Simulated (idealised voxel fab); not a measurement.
The following is a process module called voxel gate over fins.
Section cut is 250 nm wide and gridded with 5 nm square cells.
Bands, listed from the top down, are how a cross-section gets written in this document; the cross-section itself is a grid of square cells, and a band is one or more rows of them.
First you get the band's top height and its bottom height, in nm, and then the materials it's made of, left to right, with each width in nm. If you see a single material with "throughout", that one covers the band edge to edge. "empty" is empty space.
It should be noted that heights are counted from 0, beneath which the wafer as supplied is of one material throughout, and that the lowest band possesses no lower boundary but continues downward, as written in "from 0 down".
You'd read "30->40" like this: the band's top row of cells is as wide as the first number, its bottom row is as wide as the second, and going down, every row changes width by the same amount as the row before did.
Any step labelled "no alteration" changed none of the cells in the cross-section.
Heads up: "Fully sealed voids" only lists the empty pockets with no open path to the top that are 8 cells or more, and it writes them as width x height at distance, distance from the left edge, in nm.
Formally, on a step line, whatever follows the settings is a remark that the simulator itself makes on the step.
What "overlay nm" on a step's line means: if the step has a mask, that mask lay this far to the right of its planned place, or, when the value is negative, to the left.
In what follows, pairs of cross-sections are presented, each taken before and after one process step, with the after cross-section shown only down to the lowest band that was altered; the step, together with its settings, is stated below the pair. The pairs may stem from different runs of this module on the same starting wafer; accordingly, a pair should be taken as continuing from the one above it solely where its entry headed "Pre-step condition" indicates as much.

Pre-step condition:
> from 5 to 0  65 nm SiO2 | 15 nm SiN | 10 nm SiO2 | 5 nm TiN | 5 nm Ru | 5 nm TiN | 10 nm SiO2 | 15 nm SiN | 35 nm SiO2 | 15 nm SiN | 70 nm SiO2
> from 0 to -30  65 nm SiO2 | 15 nm Si | 10 nm SiO2 | 5 nm TiN | 5 nm Ru | 5 nm TiN | 10 nm SiO2 | 15 nm Si | 35 nm SiO2 | 15 nm Si | 70 nm SiO2
> from -30 to -35  65 nm SiO2 | 15 nm Si | 10 nm SiO2 | 15 nm TiN | 10 nm SiO2 | 15 nm Si | 35 nm SiO2 | 15 nm Si | 70 nm SiO2
> from -35 to -80  65 nm SiO2 | 15 nm Si | 35 nm SiO2 | 15 nm Si | 35 nm SiO2 | 15 nm Si | 70 nm SiO2
> from -80 down  Si throughout
> Fully sealed voids: none

Resulting Cross-Section:
> from 5 to 0  65 nm SiO2 | 15 nm SiN | 10 nm SiO2 | 15 nm empty | 10 nm SiO2 | 15 nm SiN | 35 nm SiO2 | 15 nm SiN | 70 nm SiO2
> from 0 to -15  65 nm SiO2 | 15 nm Si | 10 nm SiO2 | 15 nm empty | 10 nm SiO2 | 15 nm Si | 35 nm SiO2 | 15 nm Si | 70 nm SiO2
> Heights below -15 show no change.
> Fully sealed voids: none
the step between: SELECTIVE_ETCH, etch materials W Ru TiN, depth nm 20

Pre-step condition: The initial state for this step is given by the after cross-section of the immediately preceding pair.

Resulting Cross-Section:
> from 10 to 5  SiO2 throughout
> from 5 to 0  65 nm SiO2 | 15 nm SiN | 35 nm SiO2 | 15 nm SiN | 35 nm SiO2 | 15 nm SiN | 70 nm SiO2
> from 0 to -15  65 nm SiO2 | 15 nm Si | 35 nm SiO2 | 15 nm Si | 35 nm SiO2 | 15 nm Si | 70 nm SiO2
> Heights below -15 show no change.
> Fully sealed voids: none
the step between: FILL_DEP, material SiO2, thk nm 5

Pre-step condition: The initial state for this step is given by the after cross-section of the immediately preceding pair.

Resulting Cross-Section:
> from 5 to 0  65 nm SiO2 | 15 nm SiN | 35 nm SiO2 | 15 nm SiN | 35 nm SiO2 | 15 nm SiN | 70 nm SiO2
> Heights below 0 show no change.
> Fully sealed voids: none
the step between: CMP, height nm 5

Pre-step condition: The initial state for this step is given by the after cross-section of the immediately preceding pair.

Resulting Cross-Section:
> from 5 to 0  65 nm empty | 15 nm SiN | 35 nm empty | 15 nm SiN | 35 nm empty | 15 nm SiN | 70 nm empty
> from 0 to -10  65 nm empty | 15 nm Si | 35 nm empty | 15 nm Si | 35 nm empty | 15 nm Si | 70 nm empty
> Heights below -10 show no change.
> Fully sealed voids: none
the step between: SELECTIVE_ETCH, etch materials SiO2, depth nm 15

Pre-step condition: The initial state for this step is given by the after cross-section of the immediately preceding pair.

Resulting Cross-Section:
> from 0 to -10  65 nm empty | 15 nm Si | 35 nm empty | 15 nm Si | 35 nm empty | 15 nm Si | 70 nm empty
> Heights below -10 show no change.
> Fully sealed voids: none
the step between: STRIP, etch materials SiN

Pre-step condition: The initial state for this step is given by the after cross-section of the immediately preceding pair.

Resulting Cross-Section:
> from 5 to 0  60 nm empty | 25 nm HfO2 | 25 nm empty | 25 nm HfO2 | 25 nm empty | 25 nm HfO2 | 65 nm empty
> from 0 to -5  60 nm empty | 5 nm HfO2 | 15 nm Si | 5 nm HfO2 | 25 nm empty | 5 nm HfO2 | 15 nm Si | 5 nm HfO2 | 25 nm empty | 5 nm HfO2 | 15 nm Si | 5 nm HfO2 | 65 nm empty
> from -5 to -10  65 nm HfO2 | 15 nm Si | 35 nm HfO2 | 15 nm Si | 35 nm HfO2 | 15 nm Si | 70 nm HfO2
> Heights below -10 show no change.
> Fully sealed voids: none
the step between: CONFORMAL_DEP, material HfO2, thk nm 5

Pre-step condition: The initial state for this step is given by the after cross-section of the immediately preceding pair.

Resulting Cross-Section:
> from 10 to 5  55 nm empty | 35 nm TiN | 15 nm empty | 35 nm TiN | 15 nm empty | 35 nm TiN | 60 nm empty
> from 5 to 0  55 nm empty | 5 nm TiN | 25 nm HfO2 | 5 nm TiN | 15 nm empty | 5 nm TiN | 25 nm HfO2 | 5 nm TiN | 15 nm empty | 5 nm TiN | 25 nm HfO2 | 5 nm TiN | 60 nm empty
> from 0 to -5  60 nm TiN | 5 nm HfO2 | 15 nm Si | 5 nm HfO2 | 25 nm TiN | 5 nm HfO2 | 15 nm Si | 5 nm HfO2 | 25 nm TiN | 5 nm HfO2 | 15 nm Si | 5 nm HfO2 | 65 nm TiN
> Heights below -5 show no change.
> Fully sealed voids: none
the step between: CONFORMAL_DEP, material TiN, thk nm 5

Pre-step condition: The initial state for this step is given by the after cross-section of the immediately preceding pair.

Resulting Cross-Section:
> from 25 to 10  W throughout
> from 10 to 5  55 nm W | 35 nm TiN | 15 nm W | 35 nm TiN | 15 nm W | 35 nm TiN | 60 nm W
> from 5 to 0  55 nm W | 5 nm TiN | 25 nm HfO2 | 5 nm TiN | 15 nm W | 5 nm TiN | 25 nm HfO2 | 5 nm TiN | 15 nm W | 5 nm TiN | 25 nm HfO2 | 5 nm TiN | 60 nm W
> Heights below 0 show no change.
> Fully sealed voids: none
the step between: FILL_DEP, material W, thk nm 15

Pre-step condition: The initial state for this step is given by the after cross-section of the immediately preceding pair.

Resulting Cross-Section:
> from 20 to 10  W throughout
> Heights below 10 show no change.
> Fully sealed voids: none
the step between: CMP, height nm 20

Pre-step condition: The initial state for this step is given by the after cross-section of the immediately preceding pair.

Resulting Cross-Section:
> from 25 to 20  SiN throughout
> Heights below 20 show no change.
> Fully sealed voids: none
the step between: CONFORMAL_DEP, material SiN, thk nm 5

Pre-step condition:
> from 5 to 0  65 nm SiO2 | 15 nm SiN | 35 nm SiO2 | 15 nm SiN | 35 nm SiO2 | 15 nm SiN | 70 nm SiO2
> from 0 to -15  65 nm SiO2 | 15 nm Si | 35 nm SiO2 | 15 nm Si | 35 nm SiO2 | 15 nm Si | 70 nm SiO2
> from -15 to -30  65 nm SiO2 | 15 nm Si | 10 nm SiO2 | 5 nm TiN | 5 nm Ru | 5 nm TiN | 10 nm SiO2 | 15 nm Si | 35 nm SiO2 | 15 nm Si | 70 nm SiO2
> from -30 to -35  65 nm SiO2 | 15 nm Si | 10 nm SiO2 | 15 nm TiN | 10 nm SiO2 | 15 nm Si | 35 nm SiO2 | 15 nm Si | 70 nm SiO2
> from -35 to -40  65 nm SiO2 | 15 nm Si | 35 nm SiO2 | 15 nm Si | 35 nm SiO2 | 15 nm Si | 70 nm SiO2
> from -40 down  Si throughout
> Fully sealed voids: none

Resulting Cross-Section:
> from 5 to 0  65 nm SiO2 | 15 nm empty | 35 nm SiO2 | 15 nm empty | 35 nm SiO2 | 15 nm empty | 70 nm SiO2
> Heights below 0 show no change.
> Fully sealed voids: none
the step between: STRIP, etch materials SiN

Pre-step condition: The initial state for this step is given by the after cross-section of the immediately preceding pair.

Resulting Cross-Section:
> from 0 to -10  65 nm empty | 15 nm Si | 35 nm empty | 15 nm Si | 35 nm empty | 15 nm Si | 70 nm empty
> from -10 to -15  50 nm SiO2 | 15 nm empty | 15 nm Si | 15 nm empty | 5 nm SiO2 | 15 nm empty | 15 nm Si | 15 nm empty | 5 nm SiO2 | 15 nm empty | 15 nm Si | 15 nm empty | 55 nm SiO2
> Heights below -15 show no change.
> Fully sealed voids: none
the step between: SELECTIVE_ETCH, etch materials SiO2, depth nm 15

Pre-step condition: The initial state for this step is given by the after cross-section of the immediately preceding pair.

Resulting Cross-Section:
> from 5 to 0  60 nm empty | 25 nm HfO2 | 25 nm empty | 25 nm HfO2 | 25 nm empty | 25 nm HfO2 | 65 nm empty
> from 0 to -5  60 nm empty | 5 nm HfO2 | 15 nm Si | 5 nm HfO2 | 25 nm empty | 5 nm HfO2 | 15 nm Si | 5 nm HfO2 | 25 nm empty | 5 nm HfO2 | 15 nm Si | 5 nm HfO2 | 65 nm empty
> from -5 to -10  55 nm HfO2 | 5 nm empty | 5 nm HfO2 | 15 nm Si | 5 nm HfO2 | 5 nm empty | 15 nm HfO2 | 5 nm empty | 5 nm HfO2 | 15 nm Si | 5 nm HfO2 | 5 nm empty | 15 nm HfO2 | 5 nm empty | 5 nm HfO2 | 15 nm Si | 5 nm HfO2 | 5 nm empty | 60 nm HfO2
> from -10 to -15  50 nm SiO2 | 15 nm HfO2 | 15 nm Si | 15 nm HfO2 | 5 nm SiO2 | 15 nm HfO2 | 15 nm Si | 15 nm HfO2 | 5 nm SiO2 | 15 nm HfO2 | 15 nm Si | 15 nm HfO2 | 55 nm SiO2
> Heights below -15 show no change.
> Fully sealed voids: none
the step between: CONFORMAL_DEP, material HfO2, thk nm 5

Pre-step condition: The initial state for this step is given by the after cross-section of the immediately preceding pair.

Resulting Cross-Section:
> from 10 to 5  55 nm empty | 35 nm TiN | 15 nm empty | 35 nm TiN | 15 nm empty | 35 nm TiN | 60 nm empty
> from 5 to 0  55 nm empty | 5 nm TiN | 25 nm HfO2 | 5 nm TiN | 15 nm empty | 5 nm TiN | 25 nm HfO2 | 5 nm TiN | 15 nm empty | 5 nm TiN | 25 nm HfO2 | 5 nm TiN | 60 nm empty
> from 0 to -5  60 nm TiN | 5 nm HfO2 | 15 nm Si | 5 nm HfO2 | 25 nm TiN | 5 nm HfO2 | 15 nm Si | 5 nm HfO2 | 25 nm TiN | 5 nm HfO2 | 15 nm Si | 5 nm HfO2 | 65 nm TiN
> from -5 to -10  55 nm HfO2 | 5 nm TiN | 5 nm HfO2 | 15 nm Si | 5 nm HfO2 | 5 nm TiN | 15 nm HfO2 | 5 nm TiN | 5 nm HfO2 | 15 nm Si | 5 nm HfO2 | 5 nm TiN | 15 nm HfO2 | 5 nm TiN | 5 nm HfO2 | 15 nm Si | 5 nm HfO2 | 5 nm TiN | 60 nm HfO2
> Heights below -10 show no change.
> Fully sealed voids: none
the step between: CONFORMAL_DEP, material TiN, thk nm 5

Pre-step condition: The initial state for this step is given by the after cross-section of the immediately preceding pair.

Resulting Cross-Section:
> from 25 to 10  W throughout
> from 10 to 5  55 nm W | 35 nm TiN | 15 nm W | 35 nm TiN | 15 nm W | 35 nm TiN | 60 nm W
> from 5 to 0  55 nm W | 5 nm TiN | 25 nm HfO2 | 5 nm TiN | 15 nm W | 5 nm TiN | 25 nm HfO2 | 5 nm TiN | 15 nm W | 5 nm TiN | 25 nm HfO2 | 5 nm TiN | 60 nm W
> Heights below 0 show no change.
> Fully sealed voids: none
the step between: FILL_DEP, material W, thk nm 15

Pre-step condition: The initial state for this step is given by the after cross-section of the immediately preceding pair.

Resulting Cross-Section:
> from 20 to 10  W throughout
> Heights below 10 show no change.
> Fully sealed voids: none
the step between: CMP, height nm 20

Pre-step condition: The initial state for this step is given by the after cross-section of the immediately preceding pair.

Resulting Cross-Section:
> from 25 to 20  SiN throughout
> Heights below 20 show no change.
> Fully sealed voids: none
the step between: CONFORMAL_DEP, material SiN, thk nm 5

Pre-step condition:
> from 5 to 0  65 nm SiO2 | 15 nm SiN | 35 nm SiO2 | 15 nm SiN | 35 nm SiO2 | 15 nm SiN | 70 nm SiO2
> from 0 to -15  65 nm SiO2 | 15 nm Si | 35 nm SiO2 | 15 nm Si | 35 nm SiO2 | 15 nm Si | 70 nm SiO2
> from -15 to -30  65 nm SiO2 | 15 nm Si | 10 nm SiO2 | 5 nm TiN | 5 nm Ru | 5 nm TiN | 10 nm SiO2 | 15 nm Si | 35 nm SiO2 | 15 nm Si | 70 nm SiO2
> from -30 to -35  65 nm SiO2 | 15 nm Si | 10 nm SiO2 | 15 nm TiN | 10 nm SiO2 | 15 nm Si | 35 nm SiO2 | 15 nm Si | 70 nm SiO2
> from -35 to -40  65 nm SiO2 | 15 nm Si | 35 nm SiO2 | 15 nm Si | 35 nm SiO2 | 15 nm Si | 70 nm SiO2
> from -40 down  Si throughout
> Fully sealed voids: none

Resulting Cross-Section:
> from 5 to 0  65 nm empty | 15 nm SiN | 35 nm empty | 15 nm SiN | 35 nm empty | 15 nm SiN | 70 nm empty
> Heights below 0 show no change.
> Fully sealed voids: none
the step between: SELECTIVE_ETCH, etch materials SiO2, depth nm 5

Pre-step condition: The initial state for this step is given by the after cross-section of the immediately preceding pair.

Resulting Cross-Section:
> from 0 to -15  65 nm SiO2 | 15 nm Si | 35 nm SiO2 | 15 nm Si | 35 nm SiO2 | 15 nm Si | 70 nm SiO2
> Heights below -15 show no change.
> Fully sealed voids: none
the step between: STRIP, etch materials SiN

Pre-step condition: The initial state for this step is given by the after cross-section of the immediately preceding pair.

Resulting Cross-Section:
> from 5 to 0  HfO2 throughout
> Heights below 0 show no change.
> Fully sealed voids: none
the step between: CONFORMAL_DEP, material HfO2, thk nm 5

Pre-step condition: The initial state for this step is given by the after cross-section of the immediately preceding pair.

Resulting Cross-Section:
> from 10 to 5  TiN throughout
> Heights below 5 show no change.
> Fully sealed voids: none
the step between: CONFORMAL_DEP, material TiN, thk nm 5

Pre-step condition: The initial state for this step is given by the after cross-section of the immediately preceding pair.

Resulting Cross-Section:
> from 25 to 10  W throughout
> Heights below 10 show no change.
> Fully sealed voids: none
the step between: FILL_DEP, material W, thk nm 15

Pre-step condition: The initial state for this step is given by the after cross-section of the immediately preceding pair.

Resulting Cross-Section:
> from 20 to 10  W throughout
> Heights below 10 show no change.
> Fully sealed voids: none
the step between: CMP, height nm 20

Pre-step condition: The initial state for this step is given by the after cross-section of the immediately preceding pair.

Resulting Cross-Section:
> from 25 to 20  SiN throughout
> Heights below 20 show no change.
> Fully sealed voids: none
the step between: CONFORMAL_DEP, material SiN, thk nm 5

Pre-step condition:
> from 15 to 5  aC throughout
> from 5 to 0  65 nm SiO2 | 15 nm SiN | 35 nm SiO2 | 15 nm SiN | 35 nm SiO2 | 15 nm SiN | 70 nm SiO2
> from 0 to -40  65 nm SiO2 | 15 nm Si | 35 nm SiO2 | 15 nm Si | 35 nm SiO2 | 15 nm Si | 70 nm SiO2
> from -40 down  Si throughout
> Fully sealed voids: none

Resulting Cross-Section:
> from 40 to 15  85 nm resist | 25 nm empty | 140 nm resist
> Heights below 15 show no change.
> Fully sealed voids: none
the step between: PATTERN, tone open, mask id RAIL, material resist, width nm 25, thk nm 25, overlay nm 0

Pre-step condition: The initial state for this step is given by the after cross-section of the immediately preceding pair.

Resulting Cross-Section:
> from 30 to 15  85 nm resist | 25 nm empty | 140 nm resist
> from 15 to 5  85 nm aC | 25 nm empty | 140 nm aC
> Heights below 5 show no change.
> Fully sealed voids: none
the step between: DIRECTIONAL_ETCH, etch materials aC, depth nm 10

Pre-step condition: The initial state for this step is given by the after cross-section of the immediately preceding pair.

Resulting Cross-Section:
> from 15 to 5  85 nm aC | 25 nm empty | 140 nm aC
> Heights below 5 show no change.
> Fully sealed voids: none
the step between: STRIP, etch materials resist

Pre-step condition: The initial state for this step is given by the after cross-section of the immediately preceding pair.

Resulting Cross-Section:
> from 15 to 5  85 nm aC | 25 nm empty | 140 nm aC
> from 5 to 0  65 nm SiO2 | 15 nm SiN | 5 nm SiO2 | 25 nm empty | 5 nm SiO2 | 15 nm SiN | 35 nm SiO2 | 15 nm SiN | 70 nm SiO2
> from 0 to -35  65 nm SiO2 | 15 nm Si | 5 nm SiO2 | 25 nm empty | 5 nm SiO2 | 15 nm Si | 35 nm SiO2 | 15 nm Si | 70 nm SiO2
> Heights below -35 show no change.
> Fully sealed voids: none
the step between: DIRECTIONAL_ETCH, etch materials SiO2, depth nm 40

Pre-step condition: The initial state for this step is given by the after cross-section of the immediately preceding pair.

Resulting Cross-Section:
> from 5 to 0  65 nm SiO2 | 15 nm SiN | 5 nm SiO2 | 25 nm empty | 5 nm SiO2 | 15 nm SiN | 35 nm SiO2 | 15 nm SiN | 70 nm SiO2
> Heights below 0 show no change.
> Fully sealed voids: none
the step between: STRIP, etch materials aC

Pre-step condition: The initial state for this step is given by the after cross-section of the immediately preceding pair.

Resulting Cross-Section:
> from 10 to 5  90 nm TiN | 15 nm empty | 145 nm TiN
> from 5 to 0  65 nm SiO2 | 15 nm SiN | 5 nm SiO2 | 5 nm TiN | 15 nm empty | 5 nm TiN | 5 nm SiO2 | 15 nm SiN | 35 nm SiO2 | 15 nm SiN | 70 nm SiO2
> from 0 to -30  65 nm SiO2 | 15 nm Si | 5 nm SiO2 | 5 nm TiN | 15 nm empty | 5 nm TiN | 5 nm SiO2 | 15 nm Si | 35 nm SiO2 | 15 nm Si | 70 nm SiO2
> from -30 to -35  65 nm SiO2 | 15 nm Si | 5 nm SiO2 | 25 nm TiN | 5 nm SiO2 | 15 nm Si | 35 nm SiO2 | 15 nm Si | 70 nm SiO2
> Heights below -35 show no change.
> Fully sealed voids: none
the step between: CONFORMAL_DEP, material TiN, thk nm 5

Pre-step condition: The initial state for this step is given by the after cross-section of the immediately preceding pair.

Resulting Cross-Section:
> from 15 to 10  Ru throughout
> from 10 to 5  90 nm TiN | 15 nm Ru | 145 nm TiN
> from 5 to 0  65 nm SiO2 | 15 nm SiN | 5 nm SiO2 | 5 nm TiN | 15 nm Ru | 5 nm TiN | 5 nm SiO2 | 15 nm SiN | 35 nm SiO2 | 15 nm SiN | 70 nm SiO2
> from 0 to -30  65 nm SiO2 | 15 nm Si | 5 nm SiO2 | 5 nm TiN | 15 nm Ru | 5 nm TiN | 5 nm SiO2 | 15 nm Si | 35 nm SiO2 | 15 nm Si | 70 nm SiO2
> Heights below -30 show no change.
> Fully sealed voids: none
the step between: FILL_DEP, material Ru, thk nm 5

Pre-step condition: The initial state for this step is given by the after cross-section of the immediately preceding pair.

Resulting Cross-Section:
> from 5 to 0  65 nm SiO2 | 15 nm SiN | 5 nm SiO2 | 5 nm TiN | 15 nm Ru | 5 nm TiN | 5 nm SiO2 | 15 nm SiN | 35 nm SiO2 | 15 nm SiN | 70 nm SiO2
> Heights below 0 show no change.
> Fully sealed voids: none
the step between: CMP, height nm 5

Pre-step condition: The initial state for this step is given by the after cross-section of the immediately preceding pair.

Resulting Cross-Section:
> from 5 to 0  65 nm SiO2 | 15 nm SiN | 5 nm SiO2 | 25 nm empty | 5 nm SiO2 | 15 nm SiN | 35 nm SiO2 | 15 nm SiN | 70 nm SiO2
> from 0 to -15  65 nm SiO2 | 15 nm Si | 5 nm SiO2 | 25 nm empty | 5 nm SiO2 | 15 nm Si | 35 nm SiO2 | 15 nm Si | 70 nm SiO2
> Heights below -15 show no change.
> Fully sealed voids: none
the step between: SELECTIVE_ETCH, etch materials W Ru TiN, depth nm 20

Pre-step condition: The initial state for this step is given by the after cross-section of the immediately preceding pair.

Resulting Cross-Section:
> from 10 to 5  SiO2 throughout
> from 5 to 0  65 nm SiO2 | 15 nm SiN | 35 nm SiO2 | 15 nm SiN | 35 nm SiO2 | 15 nm SiN | 70 nm SiO2
> from 0 to -15  65 nm SiO2 | 15 nm Si | 35 nm SiO2 | 15 nm Si | 35 nm SiO2 | 15 nm Si | 70 nm SiO2
> Heights below -15 show no change.
> Fully sealed voids: none
the step between: FILL_DEP, material SiO2, thk nm 5

Pre-step condition: The initial state for this step is given by the after cross-section of the immediately preceding pair.

Resulting Cross-Section:
> from 5 to 0  65 nm SiO2 | 15 nm SiN | 35 nm SiO2 | 15 nm SiN | 35 nm SiO2 | 15 nm SiN | 70 nm SiO2
> Heights below 0 show no change.
> Fully sealed voids: none
the step between: CMP, height nm 5

Pre-step condition: The initial state for this step is given by the after cross-section of the immediately preceding pair.

Resulting Cross-Section:
> from 5 to 0  65 nm empty | 15 nm SiN | 35 nm empty | 15 nm SiN | 35 nm empty | 15 nm SiN | 70 nm empty
> from 0 to -10  65 nm empty | 15 nm Si | 35 nm empty | 15 nm Si | 35 nm empty | 15 nm Si | 70 nm empty
> Heights below -10 show no change.
> Fully sealed voids: none
the step between: SELECTIVE_ETCH, etch materials SiO2, depth nm 15

Pre-step condition: The initial state for this step is given by the after cross-section of the immediately preceding pair.

Resulting Cross-Section:
> from 0 to -10  65 nm empty | 15 nm Si | 35 nm empty | 15 nm Si | 35 nm empty | 15 nm Si | 70 nm empty
> Heights below -10 show no change.
> Fully sealed voids: none
the step between: STRIP, etch materials SiN

Pre-step condition: The initial state for this step is given by the after cross-section of the immediately preceding pair.

Resulting Cross-Section:
> from 5 to 0  60 nm empty | 25 nm HfO2 | 25 nm empty | 25 nm HfO2 | 25 nm empty | 25 nm HfO2 | 65 nm empty
> from 0 to -5  60 nm empty | 5 nm HfO2 | 15 nm Si | 5 nm HfO2 | 25 nm empty | 5 nm HfO2 | 15 nm Si | 5 nm HfO2 | 25 nm empty | 5 nm HfO2 | 15 nm Si | 5 nm HfO2 | 65 nm empty
> from -5 to -10  65 nm HfO2 | 15 nm Si | 35 nm HfO2 | 15 nm Si | 35 nm HfO2 | 15 nm Si | 70 nm HfO2
> Heights below -10 show no change.
> Fully sealed voids: none
the step between: CONFORMAL_DEP, material HfO2, thk nm 5

Pre-step condition: The initial state for this step is given by the after cross-section of the immediately preceding pair.

Resulting Cross-Section:
> from 10 to 5  55 nm empty | 35 nm TiN | 15 nm empty | 35 nm TiN | 15 nm empty | 35 nm TiN | 60 nm empty
> from 5 to 0  55 nm empty | 5 nm TiN | 25 nm HfO2 | 5 nm TiN | 15 nm empty | 5 nm TiN | 25 nm HfO2 | 5 nm TiN | 15 nm empty | 5 nm TiN | 25 nm HfO2 | 5 nm TiN | 60 nm empty
> from 0 to -5  60 nm TiN | 5 nm HfO2 | 15 nm Si | 5 nm HfO2 | 25 nm TiN | 5 nm HfO2 | 15 nm Si | 5 nm HfO2 | 25 nm TiN | 5 nm HfO2 | 15 nm Si | 5 nm HfO2 | 65 nm TiN
> Heights below -5 show no change.
> Fully sealed voids: none
the step between: CONFORMAL_DEP, material TiN, thk nm 5

Pre-step condition: The initial state for this step is given by the after cross-section of the immediately preceding pair.

Resulting Cross-Section:
> from 25 to 10  W throughout
> from 10 to 5  55 nm W | 35 nm TiN | 15 nm W | 35 nm TiN | 15 nm W | 35 nm TiN | 60 nm W
> from 5 to 0  55 nm W | 5 nm TiN | 25 nm HfO2 | 5 nm TiN | 15 nm W | 5 nm TiN | 25 nm HfO2 | 5 nm TiN | 15 nm W | 5 nm TiN | 25 nm HfO2 | 5 nm TiN | 60 nm W
> Heights below 0 show no change.
> Fully sealed voids: none
the step between: FILL_DEP, material W, thk nm 15

Pre-step condition: The initial state for this step is given by the after cross-section of the immediately preceding pair.

Resulting Cross-Section:
> from 20 to 10  W throughout
> Heights below 10 show no change.
> Fully sealed voids: none
the step between: CMP, height nm 20

Pre-step condition: The initial state for this step is given by the after cross-section of the immediately preceding pair.

Resulting Cross-Section:
> from 25 to 20  SiN throughout
> Heights below 20 show no change.
> Fully sealed voids: none
the step between: CONFORMAL_DEP, material SiN, thk nm 5

Pre-step condition:
> from 20 to 5  aC throughout
> from 5 to 0  SiN throughout
> from 0 down  Si throughout
> Fully sealed voids: none

Resulting Cross-Section:
> from 50 to 20  60 nm empty | 15 nm resist | 35 nm empty | 15 nm resist | 35 nm empty | 15 nm resist | 75 nm empty
> Heights below 20 show no change.
> Fully sealed voids: none
the step between: PATTERN, tone cover, mask id FINS, material resist, width nm 15, pitch nm 50, thk nm 30, overlay nm -5

Pre-step condition: The initial state for this step is given by the after cross-section of the immediately preceding pair.

Resulting Cross-Section:
> from 35 to 20  60 nm empty | 15 nm resist | 35 nm empty | 15 nm resist | 35 nm empty | 15 nm resist | 75 nm empty
> from 20 to 5  60 nm empty | 15 nm aC | 35 nm empty | 15 nm aC | 35 nm empty | 15 nm aC | 75 nm empty
> Heights below 5 show no change.
> Fully sealed voids: none
the step between: DIRECTIONAL_ETCH, etch materials aC, depth nm 15

Pre-step condition: The initial state for this step is given by the after cross-section of the immediately preceding pair.

Resulting Cross-Section:
> from 20 to 5  60 nm empty | 15 nm aC | 35 nm empty | 15 nm aC | 35 nm empty | 15 nm aC | 75 nm empty
> Heights below 5 show no change.
> Fully sealed voids: none
the step between: STRIP, etch materials resist

Pre-step condition: The initial state for this step is given by the after cross-section of the immediately preceding pair.

Resulting Cross-Section:
> from 20 to 5  60 nm empty | 15 nm aC | 35 nm empty | 15 nm aC | 35 nm empty | 15 nm aC | 75 nm empty
> from 5 to 0  60 nm empty | 15 nm SiN | 35 nm empty | 15 nm SiN | 35 nm empty | 15 nm SiN | 75 nm empty
> Heights below 0 show no change.
> Fully sealed voids: none
the step between: DIRECTIONAL_ETCH, etch materials SiN, depth nm 5

Pre-step condition: The initial state for this step is given by the after cross-section of the immediately preceding pair.

Resulting Cross-Section:
> from 20 to 5  60 nm empty | 15 nm aC | 35 nm empty | 15 nm aC | 35 nm empty | 15 nm aC | 75 nm empty
> from 5 to 0  60 nm empty | 15 nm SiN | 35 nm empty | 15 nm SiN | 35 nm empty | 15 nm SiN | 75 nm empty
> from 0 to -40  60 nm empty | 15 nm Si | 35 nm empty | 15 nm Si | 35 nm empty | 15 nm Si | 75 nm empty
> Heights below -40 show no change.
> Fully sealed voids: none
the step between: DIRECTIONAL_ETCH, etch materials Si, depth nm 40

Pre-step condition: The initial state for this step is given by the after cross-section of the immediately preceding pair.

Resulting Cross-Section:
> from 5 to 0  60 nm empty | 15 nm SiN | 35 nm empty | 15 nm SiN | 35 nm empty | 15 nm SiN | 75 nm empty
> Heights below 0 show no change.
> Fully sealed voids: none
the step between: STRIP, etch materials aC

Pre-step condition: The initial state for this step is given by the after cross-section of the immediately preceding pair.

Resulting Cross-Section:
> from 20 to 5  SiO2 throughout
> from 5 to 0  60 nm SiO2 | 15 nm SiN | 35 nm SiO2 | 15 nm SiN | 35 nm SiO2 | 15 nm SiN | 75 nm SiO2
> from 0 to -40  60 nm SiO2 | 15 nm Si | 35 nm SiO2 | 15 nm Si | 35 nm SiO2 | 15 nm Si | 75 nm SiO2
> Heights below -40 show no change.
> Fully sealed voids: none
the step between: FILL_DEP, material SiO2, thk nm 15

Pre-step condition: The initial state for this step is given by the after cross-section of the immediately preceding pair.

Resulting Cross-Section:
> from 5 to 0  60 nm SiO2 | 15 nm SiN | 35 nm SiO2 | 15 nm SiN | 35 nm SiO2 | 15 nm SiN | 75 nm SiO2
> Heights below 0 show no change.
> Fully sealed voids: none
the step between: CMP, height nm 5

Pre-step condition: The initial state for this step is given by the after cross-section of the immediately preceding pair.

Resulting Cross-Section:
> from 15 to 5  aC throughout
> Heights below 5 show no change.
> Fully sealed voids: none
the step between: DIRECTIONAL_DEP, material aC, thk nm 10

Pre-step condition: The initial state for this step is given by the after cross-section of the immediately preceding pair.

Resulting Cross-Section:
> from 40 to 15  90 nm resist | 15 nm empty | 145 nm resist
> Heights below 15 show no change.
> Fully sealed voids: none
the step between: PATTERN, tone open, mask id RAIL, material resist, width nm 15, thk nm 25, overlay nm 0

Pre-step condition: The initial state for this step is given by the after cross-section of the immediately preceding pair.

Resulting Cross-Section:
> from 30 to 15  90 nm resist | 15 nm empty | 145 nm resist
> from 15 to 5  90 nm aC | 15 nm empty | 145 nm aC
> Heights below 5 show no change.
> Fully sealed voids: none
the step between: DIRECTIONAL_ETCH, etch materials aC, depth nm 10

Pre-step condition: The initial state for this step is given by the after cross-section of the immediately preceding pair.

Resulting Cross-Section:
> from 15 to 5  90 nm aC | 15 nm empty | 145 nm aC
> Heights below 5 show no change.
> Fully sealed voids: none
the step between: STRIP, etch materials resist

Pre-step condition: The initial state for this step is given by the after cross-section of the immediately preceding pair.

Resulting Cross-Section:
> from 15 to 5  90 nm aC | 15 nm empty | 145 nm aC
> from 5 to 0  60 nm SiO2 | 15 nm SiN | 15 nm SiO2 | 15 nm empty | 5 nm SiO2 | 15 nm SiN | 35 nm SiO2 | 15 nm SiN | 75 nm SiO2
> from 0 to -35  60 nm SiO2 | 15 nm Si | 15 nm SiO2 | 15 nm empty | 5 nm SiO2 | 15 nm Si | 35 nm SiO2 | 15 nm Si | 75 nm SiO2
> Heights below -35 show no change.
> Fully sealed voids: none
the step between: DIRECTIONAL_ETCH, etch materials SiO2, depth nm 40

Pre-step condition: The initial state for this step is given by the after cross-section of the immediately preceding pair.

Resulting Cross-Section:
> from 5 to 0  60 nm SiO2 | 15 nm SiN | 15 nm SiO2 | 15 nm empty | 5 nm SiO2 | 15 nm SiN | 35 nm SiO2 | 15 nm SiN | 75 nm SiO2
> Heights below 0 show no change.
> Fully sealed voids: none
the step between: STRIP, etch materials aC
